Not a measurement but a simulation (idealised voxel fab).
Proc. module: voxel wiring stack
In the cross-section labelled cut, the width is 245 nm and each square cell is 5 nm.
Bands, listed from the top down, are how a cross-section gets written in this document; the cross-section itself is a grid of square cells, and a band is one or more rows of them.
Read a band's entry like this: the first values are the height of its top and the height of its bottom in nm, and what follows is the sequence of materials from left to right, each with its width in nm. Note that "empty" is empty space, and that a single material marked "all across" reaches across the band from edge to edge.
We count height from 0. Below that, the starting wafer is all one material. The lowest band never ends at the bottom but goes on down; see "0 nm and below" for how that is written.
Top row gets the first number, bottom row gets the second, and each row in between changes by the same step: that is how a band width like "30->40" works.
Any step labelled "same as before" changed none of the cells in the cross-section.
You'll see "Enclosed void listing" listing empty spaces that have no way open to the top, as long as they're 8 cells or more; the notation is width x height at distance, where the distance is from the left edge, and all of it is in nm.
Past the settings on a step's line: simulator remark, on that step.
A step line may carry the setting "overlay nm", which, for steps involving a mask, states the distance by which the mask lay to the right of its intended position; negative values denote displacement to the left.

List of planned process steps
1. RECEIVE,material Si
2. CONFORMAL_DEP,material SiO2,thk nm 10
3. CONFORMAL_DEP,material SiN,thk nm 5
4. DIRECTIONAL_DEP,material lowk,thk nm 20
5. PATTERN,tone open,mask id METAL_1,material resist,width nm 30,pitch nm 45,thk nm 15,overlay nm 0
6. DIRECTIONAL_ETCH,etch materials lowk,depth nm 20
7. DIRECTIONAL_ETCH,etch materials SiN,depth nm 5
8. STRIP,etch materials resist
9. CONFORMAL_DEP,material TiN,thk nm 5
10. FILL_DEP,material Ru,thk nm 5
11. CMP,height nm 35
12. EPI,material Ru,thk nm 5
13. FILL_DEP,material SiCN,thk nm 5
14. DIRECTIONAL_DEP,material lowk,thk nm 35
15. DIRECTIONAL_DEP,material aC,thk nm 10
16. PATTERN,tone open,mask id METAL_2,material resist,width nm 30,pitch nm 45,thk nm 25,overlay nm 0
17. DIRECTIONAL_ETCH,etch materials aC,depth nm 10
18. STRIP,etch materials resist
19. DIRECTIONAL_ETCH,etch materials lowk,depth nm 20
20. STRIP,etch materials aC
21. DIRECTIONAL_DEP,material aC,thk nm 10
22. PATTERN,tone open,mask id METAL_2_HOLES,material resist,width nm 15,thk nm 30,overlay nm 0
23. DIRECTIONAL_ETCH,etch materials aC,depth nm 10
24. STRIP,etch materials resist
25. DIRECTIONAL_ETCH,etch materials lowk,depth nm 15
26. DIRECTIONAL_ETCH,etch materials SiCN,depth nm 5
27. STRIP,etch materials aC
28. CONFORMAL_DEP,material TiN,thk nm 5
29. FILL_DEP,material Cu,thk nm 5
30. CMP,height nm 80
31. CONFORMAL_DEP,material SiCN,thk nm 5

The following pertains to the first of two wafers, which was processed as planned

Cross-section of the wafer at receipt, which is the condition after step 1
0 nm and below: Si all across
Enclosed void listing: none

The wafer, seen in cross-section, after step 2
10 nm to 0 nm: SiO2 all across
Lower than 0, everything is as it was.

The wafer, seen in cross-section, after step 3
15 nm to 10 nm: SiN all across
Lower than 10, everything is as it was.

The wafer, seen in cross-section, after step 4
35 nm to 15 nm: lowk all across
Lower than 15, everything is as it was.

The wafer, seen in cross-section, after step 5
50 nm to 35 nm: 85 of resist / 30 of empty / 15 of resist / 30 of empty / 85 of resist
Lower than 35, everything is as it was.

The wafer, seen in cross-section, after step 6
50 nm to 35 nm: 85 of resist / 30 of empty / 15 of resist / 30 of empty / 85 of resist
35 nm to 15 nm: 85 of lowk / 30 of empty / 15 of lowk / 30 of empty / 85 of lowk
Lower than 15, everything is as it was.

The wafer, seen in cross-section, after step 7
50 nm to 35 nm: 85 of resist / 30 of empty / 15 of resist / 30 of empty / 85 of resist
35 nm to 15 nm: 85 of lowk / 30 of empty / 15 of lowk / 30 of empty / 85 of lowk
15 nm to 10 nm: 85 of SiN / 30 of empty / 15 of SiN / 30 of empty / 85 of SiN
Lower than 10, everything is as it was.

The wafer, seen in cross-section, after step 8
35 nm to 15 nm: 85 of lowk / 30 of empty / 15 of lowk / 30 of empty / 85 of lowk
Lower than 15, everything is as it was.

The wafer, seen in cross-section, after step 9
40 nm to 35 nm: 90 of TiN / 20 of empty / 25 of TiN / 20 of empty / 90 of TiN
35 nm to 15 nm: 85 of lowk / 5 of TiN / 20 of empty / 5 of TiN / 15 of lowk / 5 of TiN / 20 of empty / 5 of TiN / 85 of lowk
15 nm to 10 nm: 85 of SiN / 30 of TiN / 15 of SiN / 30 of TiN / 85 of SiN
Lower than 10, everything is as it was.

The wafer, seen in cross-section, after step 10
45 nm to 40 nm: Ru all across
40 nm to 35 nm: 90 of TiN / 20 of Ru / 25 of TiN / 20 of Ru / 90 of TiN
35 nm to 15 nm: 85 of lowk / 5 of TiN / 20 of Ru / 5 of TiN / 15 of lowk / 5 of TiN / 20 of Ru / 5 of TiN / 85 of lowk
Lower than 15, everything is as it was.

The wafer, seen in cross-section, after step 11
35 nm to 15 nm: 85 of lowk / 5 of TiN / 20 of Ru / 5 of TiN / 15 of lowk / 5 of TiN / 20 of Ru / 5 of TiN / 85 of lowk
Lower than 15, everything is as it was.

The wafer, seen in cross-section, after step 12
40 nm to 35 nm: 80 of empty / 40 of Ru / 5 of empty / 40 of Ru / 80 of empty
Lower than 35, everything is as it was.

The wafer, seen in cross-section, after step 13
45 nm to 40 nm: SiCN all across
40 nm to 35 nm: 80 of SiCN / 40 of Ru / 5 of SiCN / 40 of Ru / 80 of SiCN
Lower than 35, everything is as it was.

The wafer, seen in cross-section, after step 14
80 nm to 45 nm: lowk all across
Lower than 45, everything is as it was.

The wafer, seen in cross-section, after step 15
90 nm to 80 nm: aC all across
Lower than 80, everything is as it was.

The wafer, seen in cross-section, after step 16
115 nm to 90 nm: 85 of resist / 30 of empty / 15 of resist / 30 of empty / 85 of resist
Lower than 90, everything is as it was.

The wafer, seen in cross-section, after step 17
105 nm to 90 nm: 85 of resist / 30 of empty / 15 of resist / 30 of empty / 85 of resist
90 nm to 80 nm: 85 of aC / 30 of empty / 15 of aC / 30 of empty / 85 of aC
Lower than 80, everything is as it was.

The wafer, seen in cross-section, after step 18
90 nm to 80 nm: 85 of aC / 30 of empty / 15 of aC / 30 of empty / 85 of aC
Lower than 80, everything is as it was.

The wafer, seen in cross-section, after step 19
90 nm to 80 nm: 85 of aC / 30 of empty / 15 of aC / 30 of empty / 85 of aC
80 nm to 60 nm: 85 of lowk / 30 of empty / 15 of lowk / 30 of empty / 85 of lowk
Lower than 60, everything is as it was.

The wafer, seen in cross-section, after step 20
80 nm to 60 nm: 85 of lowk / 30 of empty / 15 of lowk / 30 of empty / 85 of lowk
Lower than 60, everything is as it was.

The wafer, seen in cross-section, after step 21
90 nm to 80 nm: 85 of aC / 30 of empty / 15 of aC / 30 of empty / 85 of aC
80 nm to 70 nm: 85 of lowk / 30 of empty / 15 of lowk / 30 of empty / 85 of lowk
70 nm to 60 nm: 85 of lowk / 30 of aC / 15 of lowk / 30 of aC / 85 of lowk
Lower than 60, everything is as it was.

The wafer, seen in cross-section, after step 22
120 nm to 90 nm: 85 of resist / 15 of empty / 145 of resist
90 nm to 80 nm: 85 of aC / 15 of empty / 15 of resist / 15 of aC / 30 of resist / 85 of aC
80 nm to 70 nm: 85 of lowk / 15 of empty / 15 of resist / 15 of lowk / 30 of resist / 85 of lowk
Lower than 70, everything is as it was.

The wafer, seen in cross-section, after step 23
110 nm to 90 nm: 85 of resist / 15 of empty / 145 of resist
90 nm to 80 nm: 85 of aC / 15 of empty / 15 of resist / 15 of aC / 30 of resist / 85 of aC
80 nm to 70 nm: 85 of lowk / 15 of empty / 15 of resist / 15 of lowk / 30 of resist / 85 of lowk
70 nm to 60 nm: 85 of lowk / 15 of empty / 15 of aC / 15 of lowk / 30 of aC / 85 of lowk
Lower than 60, everything is as it was.

The wafer, seen in cross-section, after step 24
90 nm to 80 nm: 85 of aC / 30 of empty / 15 of aC / 30 of empty / 85 of aC
80 nm to 70 nm: 85 of lowk / 30 of empty / 15 of lowk / 30 of empty / 85 of lowk
Lower than 70, everything is as it was.

The wafer, seen in cross-section, after step 25
90 nm to 80 nm: 85 of aC / 30 of empty / 15 of aC / 30 of empty / 85 of aC
80 nm to 70 nm: 85 of lowk / 30 of empty / 15 of lowk / 30 of empty / 85 of lowk
70 nm to 60 nm: 85 of lowk / 15 of empty / 15 of aC / 15 of lowk / 30 of aC / 85 of lowk
60 nm to 45 nm: 85 of lowk / 15 of empty / 145 of lowk
Lower than 45, everything is as it was.

The wafer, seen in cross-section, after step 26
90 nm to 80 nm: 85 of aC / 30 of empty / 15 of aC / 30 of empty / 85 of aC
80 nm to 70 nm: 85 of lowk / 30 of empty / 15 of lowk / 30 of empty / 85 of lowk
70 nm to 60 nm: 85 of lowk / 15 of empty / 15 of aC / 15 of lowk / 30 of aC / 85 of lowk
60 nm to 45 nm: 85 of lowk / 15 of empty / 145 of lowk
45 nm to 40 nm: 85 of SiCN / 15 of empty / 145 of SiCN
Lower than 40, everything is as it was.

The wafer, seen in cross-section, after step 27
80 nm to 60 nm: 85 of lowk / 30 of empty / 15 of lowk / 30 of empty / 85 of lowk
Lower than 60, everything is as it was.

The wafer, seen in cross-section, after step 28
85 nm to 80 nm: 90 of TiN / 20 of empty / 25 of TiN / 20 of empty / 90 of TiN
80 nm to 65 nm: 85 of lowk / 5 of TiN / 20 of empty / 5 of TiN / 15 of lowk / 5 of TiN / 20 of empty / 5 of TiN / 85 of lowk
65 nm to 60 nm: 85 of lowk / 5 of TiN / 5 of empty / 20 of TiN / 15 of lowk / 30 of TiN / 85 of lowk
60 nm to 45 nm: 85 of lowk / 5 of TiN / 5 of empty / 5 of TiN / 145 of lowk
45 nm to 40 nm: 85 of SiCN / 15 of TiN / 145 of SiCN
Lower than 40, everything is as it was.

The wafer, seen in cross-section, after step 29
90 nm to 85 nm: Cu all across
85 nm to 80 nm: 90 of TiN / 20 of Cu / 25 of TiN / 20 of Cu / 90 of TiN
80 nm to 65 nm: 85 of lowk / 5 of TiN / 20 of Cu / 5 of TiN / 15 of lowk / 5 of TiN / 20 of Cu / 5 of TiN / 85 of lowk
65 nm to 60 nm: 85 of lowk / 5 of TiN / 5 of Cu / 20 of TiN / 15 of lowk / 30 of TiN / 85 of lowk
60 nm to 45 nm: 85 of lowk / 5 of TiN / 5 of Cu / 5 of TiN / 145 of lowk
Lower than 45, everything is as it was.

The wafer, seen in cross-section, after step 30
80 nm to 65 nm: 85 of lowk / 5 of TiN / 20 of Cu / 5 of TiN / 15 of lowk / 5 of TiN / 20 of Cu / 5 of TiN / 85 of lowk
Lower than 65, everything is as it was.

The wafer, seen in cross-section, after step 31
85 nm to 80 nm: SiCN all across
Lower than 80, everything is as it was.

The second wafer was prepared from the same starting point and under the same plan as the first; its processing contained one mistake, and it remains indistinguishable from the first wafer up to and including step 4

when step 5 should have ended
50 nm to 35 nm: 85 of empty / 30 of resist / 15 of empty / 30 of resist / 85 of empty
Lower than 35, everything is as it was.

when step 6 should have ended
50 nm to 35 nm: 85 of empty / 30 of resist / 15 of empty / 30 of resist / 85 of empty
35 nm to 15 nm: 85 of empty / 30 of lowk / 15 of empty / 30 of lowk / 85 of empty
Lower than 15, everything is as it was.

when step 7 should have ended
50 nm to 35 nm: 85 of empty / 30 of resist / 15 of empty / 30 of resist / 85 of empty
35 nm to 15 nm: 85 of empty / 30 of lowk / 15 of empty / 30 of lowk / 85 of empty
15 nm to 10 nm: 85 of empty / 30 of SiN / 15 of empty / 30 of SiN / 85 of empty
Lower than 10, everything is as it was.

when step 8 should have ended
35 nm to 15 nm: 85 of empty / 30 of lowk / 15 of empty / 30 of lowk / 85 of empty
Lower than 15, everything is as it was.

when step 9 should have ended
40 nm to 35 nm: 80 of empty / 40 of TiN / 5 of empty / 40 of TiN / 80 of empty
35 nm to 15 nm: 80 of empty / 5 of TiN / 30 of lowk / 5 of TiN / 5 of empty / 5 of TiN / 30 of lowk / 5 of TiN / 80 of empty
15 nm to 10 nm: 85 of TiN / 30 of SiN / 15 of TiN / 30 of SiN / 85 of TiN
Lower than 10, everything is as it was.

when step 10 should have ended
45 nm to 40 nm: Ru all across
40 nm to 35 nm: 80 of Ru / 40 of TiN / 5 of Ru / 40 of TiN / 80 of Ru
35 nm to 15 nm: 80 of Ru / 5 of TiN / 30 of lowk / 5 of TiN / 5 of Ru / 5 of TiN / 30 of lowk / 5 of TiN / 80 of Ru
Lower than 15, everything is as it was.

when step 11 should have ended
35 nm to 15 nm: 80 of Ru / 5 of TiN / 30 of lowk / 5 of TiN / 5 of Ru / 5 of TiN / 30 of lowk / 5 of TiN / 80 of Ru
Lower than 15, everything is as it was.

when step 12 should have ended
40 nm to 35 nm: 90 of Ru / 20 of empty / 25 of Ru / 20 of empty / 90 of Ru
Lower than 35, everything is as it was.

when step 13 should have ended
45 nm to 40 nm: SiCN all across
40 nm to 35 nm: 90 of Ru / 20 of SiCN / 25 of Ru / 20 of SiCN / 90 of Ru
Lower than 35, everything is as it was.

when step 14 should have ended
80 nm to 45 nm: lowk all across
Lower than 45, everything is as it was.

when step 15 should have ended
90 nm to 80 nm: aC all across
Lower than 80, everything is as it was.

when step 16 should have ended
115 nm to 90 nm: 85 of resist / 30 of empty / 15 of resist / 30 of empty / 85 of resist
Lower than 90, everything is as it was.

when step 17 should have ended
105 nm to 90 nm: 85 of resist / 30 of empty / 15 of resist / 30 of empty / 85 of resist
90 nm to 80 nm: 85 of aC / 30 of empty / 15 of aC / 30 of empty / 85 of aC
Lower than 80, everything is as it was.

when step 18 should have ended
90 nm to 80 nm: 85 of aC / 30 of empty / 15 of aC / 30 of empty / 85 of aC
Lower than 80, everything is as it was.

when step 19 should have ended
90 nm to 80 nm: 85 of aC / 30 of empty / 15 of aC / 30 of empty / 85 of aC
80 nm to 60 nm: 85 of lowk / 30 of empty / 15 of lowk / 30 of empty / 85 of lowk
Lower than 60, everything is as it was.

when step 20 should have ended
80 nm to 60 nm: 85 of lowk / 30 of empty / 15 of lowk / 30 of empty / 85 of lowk
Lower than 60, everything is as it was.

when step 21 should have ended
90 nm to 80 nm: 85 of aC / 30 of empty / 15 of aC / 30 of empty / 85 of aC
80 nm to 70 nm: 85 of lowk / 30 of empty / 15 of lowk / 30 of empty / 85 of lowk
70 nm to 60 nm: 85 of lowk / 30 of aC / 15 of lowk / 30 of aC / 85 of lowk
Lower than 60, everything is as it was.

when step 22 should have ended
120 nm to 90 nm: 85 of resist / 15 of empty / 145 of resist
90 nm to 80 nm: 85 of aC / 15 of empty / 15 of resist / 15 of aC / 30 of resist / 85 of aC
80 nm to 70 nm: 85 of lowk / 15 of empty / 15 of resist / 15 of lowk / 30 of resist / 85 of lowk
Lower than 70, everything is as it was.

when step 23 should have ended
110 nm to 90 nm: 85 of resist / 15 of empty / 145 of resist
90 nm to 80 nm: 85 of aC / 15 of empty / 15 of resist / 15 of aC / 30 of resist / 85 of aC
80 nm to 70 nm: 85 of lowk / 15 of empty / 15 of resist / 15 of lowk / 30 of resist / 85 of lowk
70 nm to 60 nm: 85 of lowk / 15 of empty / 15 of aC / 15 of lowk / 30 of aC / 85 of lowk
Lower than 60, everything is as it was.

when step 24 should have ended
90 nm to 80 nm: 85 of aC / 30 of empty / 15 of aC / 30 of empty / 85 of aC
80 nm to 70 nm: 85 of lowk / 30 of empty / 15 of lowk / 30 of empty / 85 of lowk
Lower than 70, everything is as it was.

when step 25 should have ended
90 nm to 80 nm: 85 of aC / 30 of empty / 15 of aC / 30 of empty / 85 of aC
80 nm to 70 nm: 85 of lowk / 30 of empty / 15 of lowk / 30 of empty / 85 of lowk
70 nm to 60 nm: 85 of lowk / 15 of empty / 15 of aC / 15 of lowk / 30 of aC / 85 of lowk
60 nm to 45 nm: 85 of lowk / 15 of empty / 145 of lowk
Lower than 45, everything is as it was.

when step 26 should have ended
90 nm to 80 nm: 85 of aC / 30 of empty / 15 of aC / 30 of empty / 85 of aC
80 nm to 70 nm: 85 of lowk / 30 of empty / 15 of lowk / 30 of empty / 85 of lowk
70 nm to 60 nm: 85 of lowk / 15 of empty / 15 of aC / 15 of lowk / 30 of aC / 85 of lowk
60 nm to 45 nm: 85 of lowk / 15 of empty / 145 of lowk
45 nm to 40 nm: 85 of SiCN / 15 of empty / 145 of SiCN
Lower than 40, everything is as it was.

when step 27 should have ended
80 nm to 60 nm: 85 of lowk / 30 of empty / 15 of lowk / 30 of empty / 85 of lowk
Lower than 60, everything is as it was.

when step 28 should have ended
85 nm to 80 nm: 90 of TiN / 20 of empty / 25 of TiN / 20 of empty / 90 of TiN
80 nm to 65 nm: 85 of lowk / 5 of TiN / 20 of empty / 5 of TiN / 15 of lowk / 5 of TiN / 20 of empty / 5 of TiN / 85 of lowk
65 nm to 60 nm: 85 of lowk / 5 of TiN / 5 of empty / 20 of TiN / 15 of lowk / 30 of TiN / 85 of lowk
60 nm to 45 nm: 85 of lowk / 5 of TiN / 5 of empty / 5 of TiN / 145 of lowk
45 nm to 40 nm: 85 of SiCN / 15 of TiN / 145 of SiCN
Lower than 40, everything is as it was.

when step 29 should have ended
90 nm to 85 nm: Cu all across
85 nm to 80 nm: 90 of TiN / 20 of Cu / 25 of TiN / 20 of Cu / 90 of TiN
80 nm to 65 nm: 85 of lowk / 5 of TiN / 20 of Cu / 5 of TiN / 15 of lowk / 5 of TiN / 20 of Cu / 5 of TiN / 85 of lowk
65 nm to 60 nm: 85 of lowk / 5 of TiN / 5 of Cu / 20 of TiN / 15 of lowk / 30 of TiN / 85 of lowk
60 nm to 45 nm: 85 of lowk / 5 of TiN / 5 of Cu / 5 of TiN / 145 of lowk
Lower than 45, everything is as it was.

when step 30 should have ended
80 nm to 65 nm: 85 of lowk / 5 of TiN / 20 of Cu / 5 of TiN / 15 of lowk / 5 of TiN / 20 of Cu / 5 of TiN / 85 of lowk
Lower than 65, everything is as it was.

when step 31 should have ended
85 nm to 80 nm: SiCN all across
Lower than 80, everything is as it was.
Here's what went sideways: it should be noted that step 5 was executed with settings other than those planned, the operation and settings actually applied being PATTERN,tone cover,mask id METAL_1,material resist,width nm 30,pitch nm 45,thk nm 15,overlay nm 0
Final comparison by cell count, materials where the second wafer has more or fewer than the first: +125 Ru | -25 SiCN | -25 SiN | +25 TiN | -100 lowk
